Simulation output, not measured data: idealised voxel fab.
Presented below is a process module, voxel air gaps.
It is cross-section cut that appears here, measuring 295 nm in width, its square cells being 5 nm in size.
Cross-section, as written here: a square-cell grid given band by band from the top down, where a band holds one or more rows of cells. Heights first: top, then bottom, in nm. Then materials, left to right, each with a width in nm. "everywhere" on a single material: fills the band edge to edge. "air": empty space. Heights are reckoned from 0. Under this level, the received wafer is all of one material. The bottommost band is open-ended downward, for example "top 0, no bottom". A width such as "30->40" changes by the same amount from each row of cells to the next, from the band's top row to its bottom row. Key: "changes: none" - step with no changed cell in the cross-section. In the "Completely enclosed voids" entry, you get each enclosed empty space of 8 cells or more, one with no open way to the top, written width x height at distance, distance from the left edge, in nm. Formally, on a step line, whatever follows the settings is a remark that the simulator itself makes on the step. For masked steps, "overlay nm" on the step line gives how far right of plan the mask actually lay; a minus sign means it lay to the left. Quick note on how to read the rest: it's all pairs. You get the cross-section before a process step and the one after, but the after one only goes down as far as the lowest band that changed. The step in between, with its settings, sits under the pair. Heads up, the pairs can come from different runs of this module on the same starting wafer, so don't assume a pair picks up from the one above unless its "State before step" entry says it does.
**State before step**
- top 55, bottom 45 | 30 nm air  45 nm Ru  10 nm air  45 nm Ru  10 nm air  45 nm Ru  10 nm air  45 nm Ru  55 nm air
- top 45, bottom 20 | 40 nm SiO2  5 nm TiN  15 nm Ru  5 nm TiN  30 nm SiO2  5 nm TiN  15 nm Ru  5 nm TiN  30 nm SiO2  5 nm TiN  15 nm Ru  5 nm TiN  30 nm SiO2  5 nm TiN  15 nm Ru  5 nm TiN  65 nm SiO2
- top 20, bottom 15 | 40 nm SiO2  25 nm TiN  30 nm SiO2  25 nm TiN  30 nm SiO2  25 nm TiN  30 nm SiO2  25 nm TiN  65 nm SiO2
- top 15, bottom 10 | SiCN everywhere
- top 10, bottom 0 | SiO2 everywhere
- top 0, no bottom | Si everywhere
- Completely enclosed voids: none
**Post-Step Cross-Section**
- top 55, bottom 45 | 30 nm air  45 nm Ru  10 nm air  45 nm Ru  10 nm air  45 nm Ru  10 nm air  45 nm Ru  55 nm air
- top 45, bottom 20 | 40 nm air  5 nm TiN  15 nm Ru  5 nm TiN  30 nm air  5 nm TiN  15 nm Ru  5 nm TiN  30 nm air  5 nm TiN  15 nm Ru  5 nm TiN  30 nm air  5 nm TiN  15 nm Ru  5 nm TiN  65 nm air
- top 20, bottom 15 | 40 nm air  25 nm TiN  30 nm air  25 nm TiN  30 nm air  25 nm TiN  30 nm air  25 nm TiN  65 nm air
- Unchanged below 15.
- Completely enclosed voids: none
It is this step that lies between the two cross-sections above: SELECTIVE_ETCH (etch materials SiO2; depth nm 40)
State before step: The structure entering this step is exactly what the pair just above shows after its step.
**Post-Step Cross-Section**
- top 60, bottom 55 | 25 nm air  220 nm SiCN  50 nm air
- top 55, bottom 45 | 25 nm air  5 nm SiCN  45 nm Ru  10 nm SiCN  45 nm Ru  10 nm SiCN  45 nm Ru  10 nm SiCN  45 nm Ru  5 nm SiCN  50 nm air
- top 45, bottom 40 | 25 nm air  15 nm SiCN  5 nm TiN  15 nm Ru  5 nm TiN  30 nm SiCN  5 nm TiN  15 nm Ru  5 nm TiN  30 nm SiCN  5 nm TiN  15 nm Ru  5 nm TiN  30 nm SiCN  5 nm TiN  15 nm Ru  5 nm TiN  15 nm SiCN  50 nm air
- top 40, bottom 20 | 35 nm air  5 nm SiCN  5 nm TiN  15 nm Ru  5 nm TiN  5 nm SiCN  20 nm air  5 nm SiCN  5 nm TiN  15 nm Ru  5 nm TiN  5 nm SiCN  20 nm air  5 nm SiCN  5 nm TiN  15 nm Ru  5 nm TiN  5 nm SiCN  20 nm air  5 nm SiCN  5 nm TiN  15 nm Ru  5 nm TiN  5 nm SiCN  60 nm air
- top 20, bottom 15 | 40 nm SiCN  25 nm TiN  30 nm SiCN  25 nm TiN  30 nm SiCN  25 nm TiN  30 nm SiCN  25 nm TiN  65 nm SiCN
- Unchanged below 15.
- Completely enclosed voids: 20 x 20 at 70; 20 x 20 at 125; 20 x 20 at 180
It is this step that lies between the two cross-sections above: CONFORMAL_DEP (material SiCN; thk nm 5)
**State before step**
- top 0, no bottom | Si everywhere
- Completely enclosed voids: none
**Post-Step Cross-Section**
- top 10, bottom 0 | SiCN everywhere
- Unchanged below 0.
- Completely enclosed voids: none
It is this step that lies between the two cross-sections above: CONFORMAL_DEP (material SiCN; thk nm 10)
State before step: The structure entering this step is exactly what the pair just above shows after its step.
**Post-Step Cross-Section**
- top 15, bottom 0 | SiCN everywhere
- Unchanged below 0.
- Completely enclosed voids: none
It is this step that lies between the two cross-sections above: CONFORMAL_DEP (material SiCN; thk nm 5)
State before step: The structure entering this step is exactly what the pair just above shows after its step.
**Post-Step Cross-Section**
- top 45, bottom 15 | SiO2 everywhere
- Unchanged below 15.
- Completely enclosed voids: none
It is this step that lies between the two cross-sections above: DIRECTIONAL_DEP (material SiO2; thk nm 30)
State before step: The structure entering this step is exactly what the pair just above shows after its step.
**Post-Step Cross-Section**
- top 60, bottom 45 | 50 nm resist  25 nm air  30 nm resist  25 nm air  30 nm resist  25 nm air  30 nm resist  25 nm air  55 nm resist
- Unchanged below 45.
- Completely enclosed voids: none
It is this step that lies between the two cross-sections above: PATTERN (tone open; mask id LINES; material resist; width nm 25; pitch nm 55; thk nm 15; overlay nm 0)
State before step: The structure entering this step is exactly what the pair just above shows after its step.
**Post-Step Cross-Section**
- top 60, bottom 45 | 50 nm resist  25 nm air  30 nm resist  25 nm air  30 nm resist  25 nm air  30 nm resist  25 nm air  55 nm resist
- top 45, bottom 15 | 50 nm SiO2  25 nm air  30 nm SiO2  25 nm air  30 nm SiO2  25 nm air  30 nm SiO2  25 nm air  55 nm SiO2
- Unchanged below 15.
- Completely enclosed voids: none
It is this step that lies between the two cross-sections above: DIRECTIONAL_ETCH (etch materials SiO2; depth nm 30)
State before step: The structure entering this step is exactly what the pair just above shows after its step.
**Post-Step Cross-Section**
- top 45, bottom 15 | 50 nm SiO2  25 nm air  30 nm SiO2  25 nm air  30 nm SiO2  25 nm air  30 nm SiO2  25 nm air  55 nm SiO2
- Unchanged below 15.
- Completely enclosed voids: none
It is this step that lies between the two cross-sections above: STRIP (etch materials resist)
State before step: The structure entering this step is exactly what the pair just above shows after its step.
**Post-Step Cross-Section**
- top 50, bottom 45 | 55 nm TiN  15 nm air  40 nm TiN  15 nm air  40 nm TiN  15 nm air  40 nm TiN  15 nm air  60 nm TiN
- top 45, bottom 20 | 50 nm SiO2  5 nm TiN  15 nm air  5 nm TiN  30 nm SiO2  5 nm TiN  15 nm air  5 nm TiN  30 nm SiO2  5 nm TiN  15 nm air  5 nm TiN  30 nm SiO2  5 nm TiN  15 nm air  5 nm TiN  55 nm SiO2
- top 20, bottom 15 | 50 nm SiO2  25 nm TiN  30 nm SiO2  25 nm TiN  30 nm SiO2  25 nm TiN  30 nm SiO2  25 nm TiN  55 nm SiO2
- Unchanged below 15.
- Completely enclosed voids: none
It is this step that lies between the two cross-sections above: CONFORMAL_DEP (material TiN; thk nm 5)
State before step: The structure entering this step is exactly what the pair just above shows after its step.
**Post-Step Cross-Section**
- top 55, bottom 50 | Ru everywhere
- top 50, bottom 45 | 55 nm TiN  15 nm Ru  40 nm TiN  15 nm Ru  40 nm TiN  15 nm Ru  40 nm TiN  15 nm Ru  60 nm TiN
- top 45, bottom 20 | 50 nm SiO2  5 nm TiN  15 nm Ru  5 nm TiN  30 nm SiO2  5 nm TiN  15 nm Ru  5 nm TiN  30 nm SiO2  5 nm TiN  15 nm Ru  5 nm TiN  30 nm SiO2  5 nm TiN  15 nm Ru  5 nm TiN  55 nm SiO2
- Unchanged below 20.
- Completely enclosed voids: none
It is this step that lies between the two cross-sections above: FILL_DEP (material Ru; thk nm 5)
State before step: The structure entering this step is exactly what the pair just above shows after its step.
**Post-Step Cross-Section**
- top 45, bottom 20 | 50 nm SiO2  5 nm TiN  15 nm Ru  5 nm TiN  30 nm SiO2  5 nm TiN  15 nm Ru  5 nm TiN  30 nm SiO2  5 nm TiN  15 nm Ru  5 nm TiN  30 nm SiO2  5 nm TiN  15 nm Ru  5 nm TiN  55 nm SiO2
- Unchanged below 20.
- Completely enclosed voids: none
It is this step that lies between the two cross-sections above: CMP (height nm 45)
State before step: The structure entering this step is exactly what the pair just above shows after its step.
**Post-Step Cross-Section**
- top 55, bottom 45 | 40 nm air  45 nm Ru  10 nm air  45 nm Ru  10 nm air  45 nm Ru  10 nm air  45 nm Ru  45 nm air
- Unchanged below 45.
- Completely enclosed voids: none
It is this step that lies between the two cross-sections above: EPI (material Ru; thk nm 10)
State before step: The structure entering this step is exactly what the pair just above shows after its step.
**Post-Step Cross-Section**
- top 55, bottom 45 | 40 nm air  45 nm Ru  10 nm air  45 nm Ru  10 nm air  45 nm Ru  10 nm air  45 nm Ru  45 nm air
- top 45, bottom 20 | 50 nm air  5 nm TiN  15 nm Ru  5 nm TiN  30 nm air  5 nm TiN  15 nm Ru  5 nm TiN  30 nm air  5 nm TiN  15 nm Ru  5 nm TiN  30 nm air  5 nm TiN  15 nm Ru  5 nm TiN  55 nm air
- top 20, bottom 15 | 50 nm air  25 nm TiN  30 nm air  25 nm TiN  30 nm air  25 nm TiN  30 nm air  25 nm TiN  55 nm air
- Unchanged below 15.
- Completely enclosed voids: none
It is this step that lies between the two cross-sections above: SELECTIVE_ETCH (etch materials SiO2; depth nm 40)
State before step: The structure entering this step is exactly what the pair just above shows after its step.
**Post-Step Cross-Section**
- top 60, bottom 55 | 35 nm air  220 nm SiCN  40 nm air
- top 55, bottom 45 | 35 nm air  5 nm SiCN  45 nm Ru  10 nm SiCN  45 nm Ru  10 nm SiCN  45 nm Ru  10 nm SiCN  45 nm Ru  5 nm SiCN  40 nm air
- top 45, bottom 40 | 35 nm air  15 nm SiCN  5 nm TiN  15 nm Ru  5 nm TiN  30 nm SiCN  5 nm TiN  15 nm Ru  5 nm TiN  30 nm SiCN  5 nm TiN  15 nm Ru  5 nm TiN  30 nm SiCN  5 nm TiN  15 nm Ru  5 nm TiN  15 nm SiCN  40 nm air
- top 40, bottom 20 | 45 nm air  5 nm SiCN  5 nm TiN  15 nm Ru  5 nm TiN  5 nm SiCN  20 nm air  5 nm SiCN  5 nm TiN  15 nm Ru  5 nm TiN  5 nm SiCN  20 nm air  5 nm SiCN  5 nm TiN  15 nm Ru  5 nm TiN  5 nm SiCN  20 nm air  5 nm SiCN  5 nm TiN  15 nm Ru  5 nm TiN  5 nm SiCN  50 nm air
- top 20, bottom 15 | 50 nm SiCN  25 nm TiN  30 nm SiCN  25 nm TiN  30 nm SiCN  25 nm TiN  30 nm SiCN  25 nm TiN  55 nm SiCN
- Unchanged below 15.
- Completely enclosed voids: 20 x 20 at 80; 20 x 20 at 135; 20 x 20 at 190
It is this step that lies between the two cross-sections above: CONFORMAL_DEP (material SiCN; thk nm 5)
**State before step**
- top 45, bottom 15 | SiO2 everywhere
- top 15, bottom 10 | SiCN everywhere
- top 10, bottom 0 | SiO2 everywhere
- top 0, no bottom | Si everywhere
- Completely enclosed voids: none
**Post-Step Cross-Section**
- top 60, bottom 45 | 50 nm air  25 nm resist  30 nm air  25 nm resist  30 nm air  25 nm resist  30 nm air  25 nm resist  55 nm air
- Unchanged below 45.
- Completely enclosed voids: none
It is this step that lies between the two cross-sections above: PATTERN (tone cover; mask id LINES; material resist; width nm 25; pitch nm 55; thk nm 15; overlay nm 0)
State before step: The structure entering this step is exactly what the pair just above shows after its step.
**Post-Step Cross-Section**
- top 60, bottom 45 | 50 nm air  25 nm resist  30 nm air  25 nm resist  30 nm air  25 nm resist  30 nm air  25 nm resist  55 nm air
- top 45, bottom 15 | 50 nm air  25 nm SiO2  30 nm air  25 nm SiO2  30 nm air  25 nm SiO2  30 nm air  25 nm SiO2  55 nm air
- Unchanged below 15.
- Completely enclosed voids: none
It is this step that lies between the two cross-sections above: DIRECTIONAL_ETCH (etch materials SiO2; depth nm 30)
State before step: The structure entering this step is exactly what the pair just above shows after its step.
**Post-Step Cross-Section**
- top 45, bottom 15 | 50 nm air  25 nm SiO2  30 nm air  25 nm SiO2  30 nm air  25 nm SiO2  30 nm air  25 nm SiO2  55 nm air
- Unchanged below 15.
- Completely enclosed voids: none
It is this step that lies between the two cross-sections above: STRIP (etch materials resist)
State before step: The structure entering this step is exactly what the pair just above shows after its step.
**Post-Step Cross-Section**
- top 50, bottom 45 | 45 nm air  35 nm TiN  20 nm air  35 nm TiN  20 nm air  35 nm TiN  20 nm air  35 nm TiN  50 nm air
- top 45, bottom 20 | 45 nm air  5 nm TiN  25 nm SiO2  5 nm TiN  20 nm air  5 nm TiN  25 nm SiO2  5 nm TiN  20 nm air  5 nm TiN  25 nm SiO2  5 nm TiN  20 nm air  5 nm TiN  25 nm SiO2  5 nm TiN  50 nm air
- top 20, bottom 15 | 50 nm TiN  25 nm SiO2  30 nm TiN  25 nm SiO2  30 nm TiN  25 nm SiO2  30 nm TiN  25 nm SiO2  55 nm TiN
- Unchanged below 15.
- Completely enclosed voids: none
It is this step that lies between the two cross-sections above: CONFORMAL_DEP (material TiN; thk nm 5)
State before step: The structure entering this step is exactly what the pair just above shows after its step.
**Post-Step Cross-Section**
- top 55, bottom 50 | Ru everywhere
- top 50, bottom 45 | 45 nm Ru  35 nm TiN  20 nm Ru  35 nm TiN  20 nm Ru  35 nm TiN  20 nm Ru  35 nm TiN  50 nm Ru
- top 45, bottom 20 | 45 nm Ru  5 nm TiN  25 nm SiO2  5 nm TiN  20 nm Ru  5 nm TiN  25 nm SiO2  5 nm TiN  20 nm Ru  5 nm TiN  25 nm SiO2  5 nm TiN  20 nm Ru  5 nm TiN  25 nm SiO2  5 nm TiN  50 nm Ru
- Unchanged below 20.
- Completely enclosed voids: none
It is this step that lies between the two cross-sections above: FILL_DEP (material Ru; thk nm 5)
State before step: The structure entering this step is exactly what the pair just above shows after its step.
**Post-Step Cross-Section**
- top 45, bottom 20 | 45 nm Ru  5 nm TiN  25 nm SiO2  5 nm TiN  20 nm Ru  5 nm TiN  25 nm SiO2  5 nm TiN  20 nm Ru  5 nm TiN  25 nm SiO2  5 nm TiN  20 nm Ru  5 nm TiN  25 nm SiO2  5 nm TiN  50 nm Ru
- Unchanged below 20.
- Completely enclosed voids: none
It is this step that lies between the two cross-sections above: CMP (height nm 45)
State before step: The structure entering this step is exactly what the pair just above shows after its step.
**Post-Step Cross-Section**
- top 55, bottom 45 | 60 nm Ru  5 nm air  50 nm Ru  5 nm air  50 nm Ru  5 nm air  50 nm Ru  5 nm air  65 nm Ru
- Unchanged below 45.
- Completely enclosed voids: none
It is this step that lies between the two cross-sections above: EPI (material Ru; thk nm 10)
State before step: The structure entering this step is exactly what the pair just above shows after its step.
**Post-Step Cross-Section**
- top 55, bottom 45 | 60 nm Ru  5 nm air  50 nm Ru  5 nm air  50 nm Ru  5 nm air  50 nm Ru  5 nm air  65 nm Ru
- top 45, bottom 20 | 45 nm Ru  5 nm TiN  25 nm air  5 nm TiN  20 nm Ru  5 nm TiN  25 nm air  5 nm TiN  20 nm Ru  5 nm TiN  25 nm air  5 nm TiN  20 nm Ru  5 nm TiN  25 nm air  5 nm TiN  50 nm Ru
- top 20, bottom 15 | 50 nm TiN  25 nm air  30 nm TiN  25 nm air  30 nm TiN  25 nm air  30 nm TiN  25 nm air  55 nm TiN
- Unchanged below 15.
- Completely enclosed voids: none
It is this step that lies between the two cross-sections above: SELECTIVE_ETCH (etch materials SiO2; depth nm 40)
State before step: The structure entering this step is exactly what the pair just above shows after its step.
**Post-Step Cross-Section**
- top 60, bottom 55 | SiCN everywhere
- top 55, bottom 45 | 60 nm Ru  5 nm SiCN  50 nm Ru  5 nm SiCN  50 nm Ru  5 nm SiCN  50 nm Ru  5 nm SiCN  65 nm Ru
- top 45, bottom 40 | 45 nm Ru  5 nm TiN  25 nm SiCN  5 nm TiN  20 nm Ru  5 nm TiN  25 nm SiCN  5 nm TiN  20 nm Ru  5 nm TiN  25 nm SiCN  5 nm TiN  20 nm Ru  5 nm TiN  25 nm SiCN  5 nm TiN  50 nm Ru
- top 40, bottom 20 | 45 nm Ru  5 nm TiN  5 nm SiCN  15 nm air  5 nm SiCN  5 nm TiN  20 nm Ru  5 nm TiN  5 nm SiCN  15 nm air  5 nm SiCN  5 nm TiN  20 nm Ru  5 nm TiN  5 nm SiCN  15 nm air  5 nm SiCN  5 nm TiN  20 nm Ru  5 nm TiN  5 nm SiCN  15 nm air  5 nm SiCN  5 nm TiN  50 nm Ru
- top 20, bottom 15 | 50 nm TiN  25 nm SiCN  30 nm TiN  25 nm SiCN  30 nm TiN  25 nm SiCN  30 nm TiN  25 nm SiCN  55 nm TiN
- Unchanged below 15.
- Completely enclosed voids: 15 x 20 at 55; 15 x 20 at 110; 15 x 20 at 165; 15 x 20 at 220
It is this step that lies between the two cross-sections above: CONFORMAL_DEP (material SiCN; thk nm 5)
